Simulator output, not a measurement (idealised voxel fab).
The following is a process module called voxel gate over fins.
Cross-sectional view cut (width: 240 nm; square cell size: 5 nm).
Format of a cross-section: grid, square cells. Given as bands. Order: top down. Band: one or more rows of cells. In this notation a band is specified by the heights of its top and bottom, in that order and in nm, after which its materials appear from left to right, each paired with its width in nm. The word "all across" attached to a single material means that material fills the band from edge to edge; the word "air" stands for empty space. Counting heights begins at 0, where everything beneath is, in the wafer as received, one material. The lowest band has no bottom; it goes on downwards, as "z 0 and below" shows. The expression "30 to 40" gives the width at the extremes of the band, the first number at its top row of cells and the second at its bottom row, with the width changing by equal amounts from each row to the next in between. "no alterations made" for a step: no cell of the cross-section changed in that step. The entry titled "Internal closed voids" provides the empty spaces that have no open way to the top, restricted to those of 8 cells or more. Each is presented as width x height at distance, the distance being measured from the left edge, with all three in nm. Anything after a step's settings on that line? It's the simulator's own note about the step. The setting "overlay nm" may be written on the line of a step. When the step uses a mask, the value reports how far to the right of the planned place the mask lay, and a negative value reports that it lay to the left.
The steps planned for the process are as follows
| 1 | RECEIVE with material Si |
| 2 | CONFORMAL_DEP with material SiN, thk nm 10 |
| 3 | PATTERN with tone cover, mask id FINS, material resist, width nm 15, pitch nm 35, thk nm 15, overlay nm 0 |
| 4 | DIRECTIONAL_ETCH with etch materials SiN, depth nm 10 |
| 5 | DIRECTIONAL_ETCH with etch materials Si, depth nm 40 |
| 6 | STRIP with etch materials resist |
| 7 | FILL_DEP with material SiO2, thk nm 10 |
| 8 | CMP with height nm 10 |
| 9 | SELECTIVE_ETCH with etch materials SiO2, depth nm 20 |
| 10 | STRIP with etch materials SiN |
| 11 | CONFORMAL_DEP with material HfO2, thk nm 5 |
| 12 | CONFORMAL_DEP with material TiN, thk nm 5 |
| 13 | CONFORMAL_DEP with material TiAl, thk nm 5 |
| 14 | CONFORMAL_DEP with material TiN, thk nm 5 |
| 15 | FILL_DEP with material W, thk nm 10 |
| 16 | CMP with height nm 25 |
| 17 | CONFORMAL_DEP with material SiCN, thk nm 10 |
Shown in cross-section is the wafer as received, that is, as it stands after step 1
- z 0 and below: Si all across
- Internal closed voids: none
Result of the module, cross-sectioned: start per above, plan per above, one error in how it was run
- z 35 to 25: SiCN all across
- z 25 to 20: W all across
- z 20 to 15: 55 of W, 125 of TiN, 60 of W
- z 15 to 10: 55 of W, 5 of TiN, 115 of TiAl, 5 of TiN, 60 of W
- z 10 to 5: 55 of W, 5 of TiN, 5 of TiAl, 105 of TiN, 5 of TiAl, 5 of TiN, 60 of W
- z 5 to 0: 55 of W, 5 of TiN, 5 of TiAl, 5 of TiN, 25 of HfO2, 10 of TiN, 25 of HfO2, 10 of TiN, 25 of HfO2, 5 of TiN, 5 of TiAl, 5 of TiN, 60 of W
- z 0 to -10: 55 of W, 5 of TiN, 5 of TiAl, 5 of TiN, 5 of HfO2, 15 of Si, 5 of HfO2, 10 of TiN, 5 of HfO2, 15 of Si, 5 of HfO2, 10 of TiN, 5 of HfO2, 15 of Si, 5 of HfO2, 5 of TiN, 5 of TiAl, 5 of TiN, 60 of W
- z -10 to -15: 60 of TiN, 5 of TiAl, 5 of TiN, 5 of HfO2, 15 of Si, 5 of HfO2, 10 of TiN, 5 of HfO2, 15 of Si, 5 of HfO2, 10 of TiN, 5 of HfO2, 15 of Si, 5 of HfO2, 5 of TiN, 5 of TiAl, 65 of TiN
- z -15 to -20: 65 of TiAl, 5 of TiN, 5 of HfO2, 15 of Si, 5 of HfO2, 10 of TiN, 5 of HfO2, 15 of Si, 5 of HfO2, 10 of TiN, 5 of HfO2, 15 of Si, 5 of HfO2, 5 of TiN, 70 of TiAl
- z -20 to -25: 70 of TiN, 5 of HfO2, 15 of Si, 5 of HfO2, 10 of TiN, 5 of HfO2, 15 of Si, 5 of HfO2, 10 of TiN, 5 of HfO2, 15 of Si, 5 of HfO2, 75 of TiN
- z -25 to -30: 75 of HfO2, 15 of Si, 20 of HfO2, 15 of Si, 20 of HfO2, 15 of Si, 80 of HfO2
- z -30 to -40: 75 of SiO2, 15 of Si, 20 of SiO2, 15 of Si, 20 of SiO2, 15 of Si, 80 of SiO2
- z -40 and below: Si all across
- Internal closed voids: none
Diagnosis: step 9 from the plan got run twice
